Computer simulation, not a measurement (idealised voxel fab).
process module | voxel spacer lines
cross-section cut | 225 nm wide | cells 5 nm
A cross-section is a grid of square cells, given in bands from the top down. A band is one or more rows of cells.
Each band's line starts with the height of the band's top and of its bottom, in nm. Then come its materials from left to right, each with its width in nm. One material with "throughout" fills the band from edge to edge. "air" is empty space.
Height 0 is the level under which the wafer as received is all one material. The lowest band goes on downwards, as in "0 down".
A width such as "30 to 40" changes by the same amount from each row of cells to the next, from the band's top row to its bottom row.
"no change" after a step means that no cell of the cross-section changed.
closed voids: empty space of 8 cells or more with no open way to the top, each as width x height at its distance from the left edge, in nm
after a step's settings: what the simulator itself notes on the step
overlay nm, on a step with a mask: how far to the right of its planned place the mask lay; to the left if negative
plan
1 op RECEIVE | material Si
2 op CONFORMAL_DEP | material Al2O3 | thk nm 10
3 op DIRECTIONAL_DEP | material W | thk nm 15
4 op DIRECTIONAL_DEP | material aC | thk nm 25
5 op PATTERN | tone cover | mask id MANDREL | material resist | width nm 25 | pitch nm 80 | thk nm 30 | overlay nm 0
6 op DIRECTIONAL_ETCH | etch materials aC | depth nm 25
7 op STRIP | etch materials resist
8 op CONFORMAL_DEP | material SiO2 | thk nm 15
9 op DIRECTIONAL_ETCH | etch materials SiO2 | depth nm 15
10 op STRIP | etch materials aC
11 op DIRECTIONAL_ETCH | etch materials W | depth nm 15
12 op STRIP | etch materials SiO2
as received, after step 1
  0 down: Si throughout
  closed voids: none
first wafer at the end, as planned
  25 to 10: air 5 | W 15 | air 25 | W 15 | air 25 | W 15 | air 25 | W 15 | air 25 | W 15 | air 25 | W 15 | air 5
  10 to 0: Al2O3 throughout
  0 down: Si throughout
  closed voids: none
second wafer at the end: like start, like plan, one mistake
  15 to 0: air 5 | W 15 | air 25 | W 15 | air 25 | W 15 | air 25 | W 15 | air 25 | W 15 | air 25 | W 15 | air 5
  0 down: Si throughout
  closed voids: none
what went wrong: step 2 was left out
at the end the second wafer has, in cells: 90 fewer of Al2O3
